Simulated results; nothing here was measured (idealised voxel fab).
Herein follows the process module entitled voxel released beams.
The cross-section on display is named cut; it measures 220 nm wide, and its cells are 5 nm squares.
If you're reading a cross-section in this doc, picture square cells in a grid; it comes to you as bands, top ones listed first down to the bottom, and a band can be one or more rows of cells. Within each band entry, the heights of the top and of the bottom of the band appear first, in that order and in nm; the materials of the band then follow from left to right, each with its corresponding width in nm. The designation "full width" on a single material indicates that it fills the band from edge to edge; the designation "air" indicates empty space. Measure heights from 0. That's the level where, below it, the as-received wafer is all one material. The lowest band is bottomless and extends downward; write it as in "0..down". You'd read "30..40" like this: the band's top row of cells is as wide as the first number, its bottom row is as wide as the second, and going down, every row changes width by the same amount as the row before did. Any step labelled "nothing altered" changed none of the cells in the cross-section. Reported under the label "Fully closed voids" are the empty spaces having no open way to the top and comprising 8 cells or more; the notation for each is width x height at distance, in which the distance is measured from the left edge and all three values are in nm. On a step's line, text after the settings is the simulator commenting on that step. "overlay nm" answers the question of how far to the right of plan the mask lay on a step that has a mask, and when it is negative the answer is to the left.

INTENDED PROCESS STEPS
| 1 | RECEIVE, material Si |
| 2 | CONFORMAL_DEP, material SiN, thk nm 5 |
| 3 | DIRECTIONAL_DEP, material SiO2, thk nm 10 |
| 4 | MASKED_ETCH, tone open, mask id ANCHOR, width nm 35, etch materials SiO2, depth nm 10, overlay nm 0 |
| 5 | CONFORMAL_DEP, material TiN, thk nm 15 |
| 6 | DIRECTIONAL_DEP, material aC, thk nm 10 |
| 7 | PATTERN, tone cover, mask id BEAM, material resist, width nm 90, thk nm 30, overlay nm 0 |
| 8 | DIRECTIONAL_ETCH, etch materials aC, depth nm 10 |
| 9 | STRIP, etch materials resist |
| 10 | DIRECTIONAL_ETCH, etch materials TiN, depth nm 15 |
| 11 | STRIP, etch materials aC |
| 12 | STRIP, etch materials SiO2 |

CROSS-SECTION OF THE WAFER UPON ARRIVAL, REPRESENTING THE STATE REACHED AFTER STEP 1
* 0..down | Si full width
* Fully closed voids: none

HERE'S THE CROSS-SECTION OF THE FIRST OF OUR TWO WAFERS AT THE END OF THE MODULE - IT RAN AS PLANNED
* 30..20 | air 60 / TiN 20 / air 5 / TiN 65 / air 70
* 20..15 | air 60 / TiN 90 / air 70
* 15..5 | air 65 / TiN 35 / air 120
* 5..0 | SiN full width
* 0..down | Si full width
* Fully closed voids: none

WHAT THE SECOND WAFER LOOKS LIKE IN CROSS-SECTION ONCE THE MODULE IS DONE. ITS START AND ITS PLAN MATCHED THE FIRST WAFER'S EXACTLY; WHAT DIFFERED WAS ONE MISTAKE IN HOW IT WAS RUN
* 30..20 | air 60 / TiN 55 / air 105
* 20..15 | air 60 / TiN 90 / air 70
* 15..5 | air 50 / TiN 15 / SiO2 35 / TiN 50 / air 70
* 5..0 | SiN full width
* 0..down | Si full width
* Fully closed voids: none
In executing the process, a mistake was made relative to the plan: in deviation from the planned setting, step 4 was conducted as MASKED_ETCH, tone cover, mask id ANCHOR, width nm 35, etch materials SiO2, depth nm 10, overlay nm 0
Final cells, second wafer relative to first, materials higher or lower: SiO2 +14
